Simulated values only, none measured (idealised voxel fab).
Process module under the name voxel spacer lines
For reference, the cross-section in this document is cut, with width 225 nm and square cells of 5 nm.
Cross-section spec: square-cell grid; bands listed top down; each band is one or more rows. First you get the band's top height and its bottom height, in nm, and then the materials it's made of, left to right, with each width in nm. If you see a single material with "full width", that one covers the band edge to edge. "blank" is empty space. Height datum 0, below which the as-received substrate wafer is one material. Lowest band open at the bottom, running downward: "0 -> down". Read "30 to 40" as a graded width: first number on top, second number at the bottom, same change between each pair of neighbouring rows. For the purposes of this document, the phrase "nothing different" attached to a step denotes that no cell within the cross-section was modified by that step. Basically, "Enclosed empty spaces" tells you about the enclosed voids: empty spaces with no open way to the top, 8 cells or bigger, each written width x height at distance, where distance is from the left edge, all in nm. Past the settings on a step's line: simulator remark, on that step. "overlay nm" denotes, for a step that has a mask, the displacement of the mask to the right of its planned place, with negative values corresponding to the left.
[Steps planned for the process]
1 op RECEIVE | material Si
2 op CONFORMAL_DEP | material Al2O3 | thk nm 10
3 op DIRECTIONAL_DEP | material polySi | thk nm 15
4 op DIRECTIONAL_DEP | material aC | thk nm 30
5 op PATTERN | tone cover | mask id MANDREL | material resist | width nm 20 | pitch nm 60 | thk nm 35 | overlay nm 0
6 op DIRECTIONAL_ETCH | etch materials aC | depth nm 30
7 op STRIP | etch materials resist
8 op CONFORMAL_DEP | material SiO2 | thk nm 10
9 op DIRECTIONAL_ETCH | etch materials SiO2 | depth nm 10
10 op STRIP | etch materials aC
11 op DIRECTIONAL_ETCH | etch materials polySi | depth nm 15
12 op STRIP | etch materials SiO2
[Step 1 complete: cross-section of the wafer as received]
* 0 -> down | Si full width
* Enclosed empty spaces: none
[Final cross-section, module run with one mistake (start and plan as above)]
* 30 -> 15 | blank 60, then polySi 10, then blank 20, then polySi 10, then blank 20, then polySi 10, then blank 20, then polySi 10, then blank 65
* 15 -> 0 | Al2O3 full width
* 0 -> down | Si full width
* Enclosed empty spaces: none
Short version of what went wrong: so step 2 ended up running with a different setting than we planned, it ran as op CONFORMAL_DEP | material Al2O3 | thk nm 15
